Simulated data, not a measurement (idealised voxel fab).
Documented hereafter: the process module known as voxel transistor to metal.
Displayed cross-section: cut, width of 165 nm, square cells sized 5 nm.
Cross-section layout: square cells on a grid; listed as bands, top to bottom; a band spans one or more cell rows. Basically the band line says how high the top is and how high the bottom is, in nm, and then what's in it from left to right, every material with its width in nm. Empty space shows up as "blank", and if a single material carries "throughout" it runs the full band edge to edge. A quick word on heights: they are counted from 0, and under that level the wafer as it came to us is one material throughout. The lowest band is different from the rest in having no bottom; it simply continues downward, written as in "top 0, no bottom". A two-number width, for instance "30..40", indicates that the width is equal to the first number in the top row of the band and to the second number in the bottom row, and that it changes by a constant amount per row of cells. Key: "remains unaltered" - step with no changed cell in the cross-section. "Closed cavities" lists enclosed empty spaces (at least 8 cells, no open path upward to the top), each as width x height at distance from the left edge, in nm. On each step's line, the part that comes after the settings is the simulator's own comment on the step. The "overlay nm" setting may appear on a step's line; for a step that uses a mask, it gives how far to the right of its planned position the mask lay, and a negative value indicates the left.

-- Here's what the planned process steps look like
- 1: RECEIVE with material Si
- 2: OXIDIZE with depth nm 5
- 3: CONFORMAL_DEP with material SiN, thk nm 15
- 4: MASKED_ETCH with tone cover, mask id ACTIVE, width nm 105, etch materials SiN, depth nm 15, overlay nm 0
- 5: MASKED_ETCH with tone cover, mask id ACTIVE, width nm 105, etch materials SiO2, depth nm 5, overlay nm 0
- 6: MASKED_ETCH with tone cover, mask id ACTIVE, width nm 105, etch materials Si, depth nm 35, overlay nm 0
- 7: FILL_DEP with material SiO2, thk nm 10
- 8: CMP with height nm 15
- 9: SELECTIVE_ETCH with etch materials SiO2, depth nm 15
- 10: STRIP with etch materials SiN
- 11: SELECTIVE_ETCH with etch materials SiO2, depth nm 5
- 12: OXIDIZE with depth nm 5
- 13: DIRECTIONAL_DEP with material polySi, thk nm 20
- 14: DIRECTIONAL_DEP with material SiCN, thk nm 15
- 15: PATTERN with tone cover, mask id GATE, material resist, width nm 15, thk nm 15, overlay nm 0
- 16: DIRECTIONAL_ETCH with etch materials SiCN, depth nm 25
- 17: DIRECTIONAL_ETCH with etch materials polySi, depth nm 30
- 18: STRIP with etch materials resist
- 19: CONFORMAL_DEP with material SiN, thk nm 5
- 20: DIRECTIONAL_ETCH with etch materials SiN, depth nm 5
- 21: DIRECTIONAL_ETCH with etch materials SiO2, depth nm 5
- 22: DIRECTIONAL_ETCH with etch materials Si, depth nm 15
- 23: EPI with material SiGe, thk nm 15
- 24: FILL_DEP with material SiO2, thk nm 5
- 25: CMP with height nm 30
- 26: DIRECTIONAL_DEP with material SiO2, thk nm 10
- 27: DIRECTIONAL_DEP with material aC, thk nm 10
- 28: PATTERN with tone open, mask id CONTACT, material resist, width nm 20, pitch nm 75, thk nm 25, overlay nm 0
- 29: DIRECTIONAL_ETCH with etch materials aC, depth nm 10
- 30: STRIP with etch materials resist
- 31: DIRECTIONAL_ETCH with etch materials SiO2, depth nm 50
- 32: STRIP with etch materials aC
- 33: CONFORMAL_DEP with material TiN, thk nm 5
- 34: FILL_DEP with material Ru, thk nm 5
- 35: CMP with height nm 40
- 36: DIRECTIONAL_DEP with material TiN, thk nm 5
- 37: DIRECTIONAL_DEP with material Ru, thk nm 25
- 38: PATTERN with tone cover, mask id METAL_1, material resist, width nm 20, pitch nm 75, thk nm 15, overlay nm 0
- 39: DIRECTIONAL_ETCH with etch materials Ru, depth nm 25
- 40: DIRECTIONAL_ETCH with etch materials TiN, depth nm 5
- 41: STRIP with etch materials resist
- 42: CONFORMAL_DEP with material SiCN, thk nm 5
- 43: FILL_DEP with material SiO2, thk nm 10
- 44: CMP with height nm 70
- 45: CONFORMAL_DEP with material SiN, thk nm 5

-- Cross-section: wafer on arrival = after step 1
> top 0, no bottom  Si throughout
> Closed cavities: none

-- Module complete, cross-section. Starting point and plan per above. One mistake made in running the module
> top 75, bottom 70  SiN throughout
> top 70, bottom 45  SiO2: 30, then polySi: 5, then Ru: 20, then polySi: 5, then SiO2: 45, then polySi: 5, then Ru: 20, then polySi: 5, then SiO2: 30
> top 45, bottom 40  polySi: 35, then TiN: 20, then polySi: 55, then TiN: 20, then polySi: 35
> top 40, bottom 30  SiO2: 35, then TiN: 5, then Ru: 10, then TiN: 5, then SiO2: 55, then TiN: 5, then Ru: 10, then TiN: 5, then SiO2: 35
> top 30, bottom 15  SiO2: 35, then TiN: 5, then Ru: 10, then TiN: 5, then SiO2: 15, then SiN: 5, then SiCN: 15, then SiN: 5, then SiO2: 15, then TiN: 5, then Ru: 10, then TiN: 5, then SiO2: 35
> top 15, bottom 5  SiO2: 35, then TiN: 5, then Ru: 10, then TiN: 5, then SiO2: 15, then SiN: 5, then polySi: 15, then SiN: 5, then SiO2: 15, then TiN: 5, then Ru: 10, then TiN: 5, then SiO2: 35
> top 5, bottom -5  SiO2: 35, then TiN: 5, then Ru: 10, then TiN: 5, then SiGe: 15, then SiN: 5, then polySi: 15, then SiN: 5, then SiGe: 15, then TiN: 5, then Ru: 10, then TiN: 5, then SiO2: 35
> top -5, bottom -10  SiO2: 35, then TiN: 20, then SiGe: 15, then SiO2: 25, then SiGe: 15, then TiN: 20, then SiO2: 35
> top -10, bottom -25  SiO2: 30, then SiGe: 40, then Si: 25, then SiGe: 40, then SiO2: 30
> top -25, bottom -40  SiO2: 30, then Si: 105, then SiO2: 30
> top -40, no bottom  Si throughout
> Closed cavities: none
What broke from the plan during processing? contrary to plan, step 42 was performed as CONFORMAL_DEP with material polySi, thk nm 5
